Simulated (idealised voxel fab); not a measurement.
The name of this process module is voxel released beams.
Square cell edge 5 nm, section width 180 nm, ID cut.
Cross-section, as written here: a square-cell grid given band by band from the top down, where a band holds one or more rows of cells.
Read a band's entry like this: the first values are the height of its top and the height of its bottom in nm, and what follows is the sequence of materials from left to right, each with its width in nm. Note that "blank" is empty space, and that a single material marked "all across" reaches across the band from edge to edge.
Ref level 0: as-received wafer is one material below here. Bottom band extends down with no lower bound ("z 0 and below").
The two numbers in a width such as "30->40" mark its ends across the band: the first belongs to the top row of cells, the second to the bottom row, and from each row to the next the width moves by the same amount.
What does "nothing different" mean for a step? It means no cell of the cross-section changed in that step.
"Tabulated closed voids" means: voids of 8 cells or more that are shut off from the top with no open way through. Written width x height at distance, distance from the left edge, in nm.
Whatever follows a step's settings on its line is a remark the simulator itself makes about that step.
For masked steps, "overlay nm" on the step line gives how far right of plan the mask actually lay; a minus sign means it lay to the left.

-- Planned step list for the process
1) RECEIVE (material Si)
2) CONFORMAL_DEP (material SiN; thk nm 10)
3) DIRECTIONAL_DEP (material SiO2; thk nm 20)
4) PATTERN (tone open; mask id ANCHOR; material resist; width nm 35; thk nm 15; overlay nm 0)
5) DIRECTIONAL_ETCH (etch materials SiO2; depth nm 20)
6) STRIP (etch materials resist)
7) CONFORMAL_DEP (material TiN; thk nm 15)
8) DIRECTIONAL_DEP (material aC; thk nm 15)
9) PATTERN (tone cover; mask id BEAM; material resist; width nm 100; thk nm 30; overlay nm 0)
10) DIRECTIONAL_ETCH (etch materials aC; depth nm 15)
11) STRIP (etch materials resist)
12) DIRECTIONAL_ETCH (etch materials TiN; depth nm 15)
13) STRIP (etch materials aC)
14) STRIP (etch materials SiO2)

-- Cross-sectional view of the wafer in its as-received condition, corresponding to the state after step 1
> z 0 and below  Si all across
> Tabulated closed voids: none

-- Looking at the first of two wafers in cross-section at end of module - ran to plan
> z 45 to 30  blank: 35, TiN: 20, blank: 5, TiN: 75, blank: 45
> z 30 to 25  blank: 40, TiN: 15, blank: 5, TiN: 15, blank: 105
> z 25 to 10  blank: 40, TiN: 35, blank: 105
> z 10 to 0  SiN all across
> z 0 and below  Si all across
> Tabulated closed voids: none

-- Cross-section at end of module for the second wafer of two, which matched the first in starting point and plan and differed by one mistake in its processing
> z 45 to 30  blank: 35, TiN: 10, blank: 5, TiN: 85, blank: 45
> z 30 to 25  blank: 30, TiN: 15, blank: 5, TiN: 15, blank: 115
> z 25 to 10  blank: 30, TiN: 35, blank: 115
> z 10 to 0  SiN all across
> z 0 and below  Si all across
> Tabulated closed voids: none
The plan and the run diverged here: step 4 was run on a setting that differed from the plan, and what really ran there is PATTERN (tone open; mask id ANCHOR; material resist; width nm 35; thk nm 15; overlay nm -10)
At the end, each material covers as many cells on the second wafer as it does on the first, though the cells it covers are elsewhere.
